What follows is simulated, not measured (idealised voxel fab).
process module | voxel self aligned vias
cross-section cut | 250 nm wide | cells 5 nm
A cross-section is a grid of square cells, given in bands from the top down. A band is one or more rows of cells.
Each band's line starts with the height of the band's top and of its bottom, in nm. Then come its materials from left to right, each with its width in nm. One material with "throughout" fills the band from edge to edge. "air" is empty space.
Height 0 is the level under which the wafer as received is all one material. The lowest band goes on downwards, as in "0 down".
A width such as "30 to 40" changes by the same amount from each row of cells to the next, from the band's top row to its bottom row.
"no change" after a step means that no cell of the cross-section changed.
closed voids: empty space of 8 cells or more with no open way to the top, each as width x height at its distance from the left edge, in nm
after a step's settings: what the simulator itself notes on the step
overlay nm, on a step with a mask: how far to the right of its planned place the mask lay; to the left if negative
plan
1 op RECEIVE | material Si
2 op CONFORMAL_DEP | material SiO2 | thk nm 15
3 op CONFORMAL_DEP | material SiCN | thk nm 5
4 op DIRECTIONAL_DEP | material SiO2 | thk nm 20
5 op MASKED_ETCH | tone open | mask id LINES | width nm 20 | pitch nm 60 | etch materials SiO2 | depth nm 20 | overlay nm 0
6 op CONFORMAL_DEP | material TiN | thk nm 5
7 op FILL_DEP | material Ru | thk nm 5
8 op CMP | height nm 40
9 op SELECTIVE_ETCH | etch materials W Ru TiN | depth nm 10
10 op FILL_DEP | material SiN | thk nm 5
11 op CMP | height nm 40
12 op DIRECTIONAL_DEP | material SiO2 | thk nm 15
13 op PATTERN | tone open | mask id VIAS | material resist | width nm 30 | pitch nm 120 | thk nm 20 | overlay nm 0
14 op DIRECTIONAL_ETCH | etch materials SiO2 | depth nm 15
15 op DIRECTIONAL_ETCH | etch materials SiN | depth nm 10
16 op STRIP | etch materials resist
17 op CONFORMAL_DEP | material TiN | thk nm 5
18 op FILL_DEP | material Ru | thk nm 10
19 op CMP | height nm 55
20 op CONFORMAL_DEP | material SiN | thk nm 5
first wafer, as planned
as received, after step 1
  0 down: Si throughout
  closed voids: none
after step 2
  15 to 0: SiO2 throughout
  below 0: unchanged
after step 3
  20 to 15: SiCN throughout
  below 15: unchanged
after step 4
  40 to 20: SiO2 throughout
  below 20: unchanged
after step 5
  40 to 20: SiO2 55 | air 20 | SiO2 40 | air 20 | SiO2 40 | air 20 | SiO2 55
  below 20: unchanged
after step 6
  45 to 40: TiN 60 | air 10 | TiN 50 | air 10 | TiN 50 | air 10 | TiN 60
  40 to 25: SiO2 55 | TiN 5 | air 10 | TiN 5 | SiO2 40 | TiN 5 | air 10 | TiN 5 | SiO2 40 | TiN 5 | air 10 | TiN 5 | SiO2 55
  25 to 20: SiO2 55 | TiN 20 | SiO2 40 | TiN 20 | SiO2 40 | TiN 20 | SiO2 55
  below 20: unchanged
after step 7
  50 to 45: Ru throughout
  45 to 40: TiN 60 | Ru 10 | TiN 50 | Ru 10 | TiN 50 | Ru 10 | TiN 60
  40 to 25: SiO2 55 | TiN 5 | Ru 10 | TiN 5 | SiO2 40 | TiN 5 | Ru 10 | TiN 5 | SiO2 40 | TiN 5 | Ru 10 | TiN 5 | SiO2 55
  below 25: unchanged
after step 8
  40 to 25: SiO2 55 | TiN 5 | Ru 10 | TiN 5 | SiO2 40 | TiN 5 | Ru 10 | TiN 5 | SiO2 40 | TiN 5 | Ru 10 | TiN 5 | SiO2 55
  below 25: unchanged
after step 9
  40 to 30: SiO2 55 | air 20 | SiO2 40 | air 20 | SiO2 40 | air 20 | SiO2 55
  below 30: unchanged
after step 10
  45 to 40: SiN throughout
  40 to 30: SiO2 55 | SiN 20 | SiO2 40 | SiN 20 | SiO2 40 | SiN 20 | SiO2 55
  below 30: unchanged
after step 11
  40 to 30: SiO2 55 | SiN 20 | SiO2 40 | SiN 20 | SiO2 40 | SiN 20 | SiO2 55
  below 30: unchanged
after step 12
  55 to 40: SiO2 throughout
  below 40: unchanged
after step 13
  75 to 55: resist 50 | air 30 | resist 90 | air 30 | resist 50
  below 55: unchanged
after step 14
  75 to 55: resist 50 | air 30 | resist 90 | air 30 | resist 50
  55 to 40: SiO2 50 | air 30 | SiO2 90 | air 30 | SiO2 50
  below 40: unchanged
after step 15
  75 to 55: resist 50 | air 30 | resist 90 | air 30 | resist 50
  55 to 40: SiO2 50 | air 30 | SiO2 90 | air 30 | SiO2 50
  40 to 30: SiO2 55 | air 20 | SiO2 40 | SiN 20 | SiO2 40 | air 20 | SiO2 55
  below 30: unchanged
after step 16
  55 to 40: SiO2 50 | air 30 | SiO2 90 | air 30 | SiO2 50
  below 40: unchanged
after step 17
  60 to 55: TiN 55 | air 20 | TiN 100 | air 20 | TiN 55
  55 to 45: SiO2 50 | TiN 5 | air 20 | TiN 5 | SiO2 90 | TiN 5 | air 20 | TiN 5 | SiO2 50
  45 to 40: SiO2 50 | TiN 10 | air 10 | TiN 10 | SiO2 90 | TiN 10 | air 10 | TiN 10 | SiO2 50
  40 to 35: SiO2 55 | TiN 5 | air 10 | TiN 5 | SiO2 40 | SiN 20 | SiO2 40 | TiN 5 | air 10 | TiN 5 | SiO2 55
  35 to 30: SiO2 55 | TiN 20 | SiO2 40 | SiN 20 | SiO2 40 | TiN 20 | SiO2 55
  below 30: unchanged
after step 18
  70 to 60: Ru throughout
  60 to 55: TiN 55 | Ru 20 | TiN 100 | Ru 20 | TiN 55
  55 to 45: SiO2 50 | TiN 5 | Ru 20 | TiN 5 | SiO2 90 | TiN 5 | Ru 20 | TiN 5 | SiO2 50
  45 to 40: SiO2 50 | TiN 10 | Ru 10 | TiN 10 | SiO2 90 | TiN 10 | Ru 10 | TiN 10 | SiO2 50
  40 to 35: SiO2 55 | TiN 5 | Ru 10 | TiN 5 | SiO2 40 | SiN 20 | SiO2 40 | TiN 5 | Ru 10 | TiN 5 | SiO2 55
  below 35: unchanged
after step 19
  55 to 45: SiO2 50 | TiN 5 | Ru 20 | TiN 5 | SiO2 90 | TiN 5 | Ru 20 | TiN 5 | SiO2 50
  below 45: unchanged
after step 20
  60 to 55: SiN throughout
  below 55: unchanged
second wafer: like start, like plan, one mistake. Through step 13 it matches the first wafer
when step 14 should have ended
  75 to 55: resist 50 | air 30 | resist 90 | air 30 | resist 50
  55 to 40: SiO2 50 | air 30 | SiO2 90 | air 30 | SiO2 50
  40 to 30: SiO2 50 | air 5 | SiN 20 | air 5 | SiO2 35 | SiN 20 | SiO2 35 | air 5 | SiN 20 | air 5 | SiO2 50
  below 30: unchanged
when step 15 should have ended
  75 to 55: resist 50 | air 30 | resist 90 | air 30 | resist 50
  55 to 40: SiO2 50 | air 30 | SiO2 90 | air 30 | SiO2 50
  40 to 30: SiO2 50 | air 30 | SiO2 35 | SiN 20 | SiO2 35 | air 30 | SiO2 50
  below 30: unchanged
when step 16 should have ended
  55 to 40: SiO2 50 | air 30 | SiO2 90 | air 30 | SiO2 50
  below 40: unchanged
when step 17 should have ended
  60 to 55: TiN 55 | air 20 | TiN 100 | air 20 | TiN 55
  55 to 40: SiO2 50 | TiN 5 | air 20 | TiN 5 | SiO2 90 | TiN 5 | air 20 | TiN 5 | SiO2 50
  40 to 35: SiO2 50 | TiN 5 | air 20 | TiN 5 | SiO2 35 | SiN 20 | SiO2 35 | TiN 5 | air 20 | TiN 5 | SiO2 50
  35 to 30: SiO2 50 | TiN 30 | SiO2 35 | SiN 20 | SiO2 35 | TiN 30 | SiO2 50
  below 30: unchanged
when step 18 should have ended
  70 to 60: Ru throughout
  60 to 55: TiN 55 | Ru 20 | TiN 100 | Ru 20 | TiN 55
  55 to 40: SiO2 50 | TiN 5 | Ru 20 | TiN 5 | SiO2 90 | TiN 5 | Ru 20 | TiN 5 | SiO2 50
  40 to 35: SiO2 50 | TiN 5 | Ru 20 | TiN 5 | SiO2 35 | SiN 20 | SiO2 35 | TiN 5 | Ru 20 | TiN 5 | SiO2 50
  below 35: unchanged
when step 19 should have ended
  55 to 40: SiO2 50 | TiN 5 | Ru 20 | TiN 5 | SiO2 90 | TiN 5 | Ru 20 | TiN 5 | SiO2 50
  below 40: unchanged
when step 20 should have ended
  60 to 55: SiN throughout
  below 55: unchanged
what went wrong: step 14 ran as: op DIRECTIONAL_ETCH | etch materials SiO2 | depth nm 25
at the end the second wafer has, in cells: 8 more of Ru | 8 fewer of SiO2
